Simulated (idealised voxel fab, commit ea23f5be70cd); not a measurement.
This section sets out a process module, namely voxel lift off.
Cross-section cut: width 170 nm, square cells of 5 nm.
When this document writes out a cross-section, it uses a grid of square cells and lists it as bands, beginning at the top and moving down, with a band standing for one or more rows of cells. Heads up on the band format: heights come first, top then bottom, in nm. After that it's the materials left to right, each with its width in nm. A single material flagged "everywhere" fills the whole band edge to edge, and "blank" means there's empty space there. Where do heights start? At 0: under that level the wafer as delivered is made of one material only. And the lowest band has no floor; it just carries on downward, as in "0..down". The two numbers in a width such as "30..40" mark its ends across the band: the first belongs to the top row of cells, the second to the bottom row, and from each row to the next the width moves by the same amount. It should be understood that the words "left unchanged", when stated for a given step, signify that the cross-section underwent no change in any of its cells during that step. "Fully closed voids" lists enclosed empty spaces (at least 8 cells, no open path upward to the top), each as width x height at distance from the left edge, in nm. Note: text after step settings on the step line = simulator remark on that step. You can add "overlay nm" to a step's line. For a step with a mask, it describes how far the mask lay to the right of its planned position, and a negative number describes a lay to the left.

### List of planned process steps
1) RECEIVE [material Si]
2) CONFORMAL_DEP [material SiN] [thk nm 5]
3) PATTERN [tone open] [mask id LINES] [material resist] [width nm 20] [pitch nm 50] [thk nm 25] [overlay nm 0]
4) DIRECTIONAL_DEP [material Ru] [thk nm 10]
5) STRIP [etch materials resist]
6) CONFORMAL_DEP [material SiCN] [thk nm 5]

### Incoming wafer in cross-section (state: after step 1)
  0..down: Si everywhere
  Fully closed voids: none

### The first of the two wafers as seen in cross-section once the module was finished; processing followed the plan
  20..15: 45 of blank; 30 of SiCN; 20 of blank; 30 of SiCN; 45 of blank
  15..10: 45 of blank; 5 of SiCN; 20 of Ru; 5 of SiCN; 20 of blank; 5 of SiCN; 20 of Ru; 5 of SiCN; 45 of blank
  10..5: 50 of SiCN; 20 of Ru; 30 of SiCN; 20 of Ru; 50 of SiCN
  5..0: SiN everywhere
  0..down: Si everywhere
  Fully closed voids: none

### second wafer at the end: like start, like plan, one mistake
  20..15: 55 of SiCN; 10 of blank; 40 of SiCN; 10 of blank; 55 of SiCN
  15..10: 50 of Ru; 5 of SiCN; 10 of blank; 5 of SiCN; 30 of Ru; 5 of SiCN; 10 of blank; 5 of SiCN; 50 of Ru
  10..5: 50 of Ru; 20 of SiCN; 30 of Ru; 20 of SiCN; 50 of Ru
  5..0: SiN everywhere
  0..down: Si everywhere
  Fully closed voids: none
In executing the process, a mistake was made relative to the plan: step 3 went in with a setting other than planned; the actual run was PATTERN [tone cover] [mask id LINES] [material resist] [width nm 20] [pitch nm 50] [thk nm 25] [overlay nm 0]
End check, counted in cells, second wafer has more or fewer of these materials than the first: +36 Ru
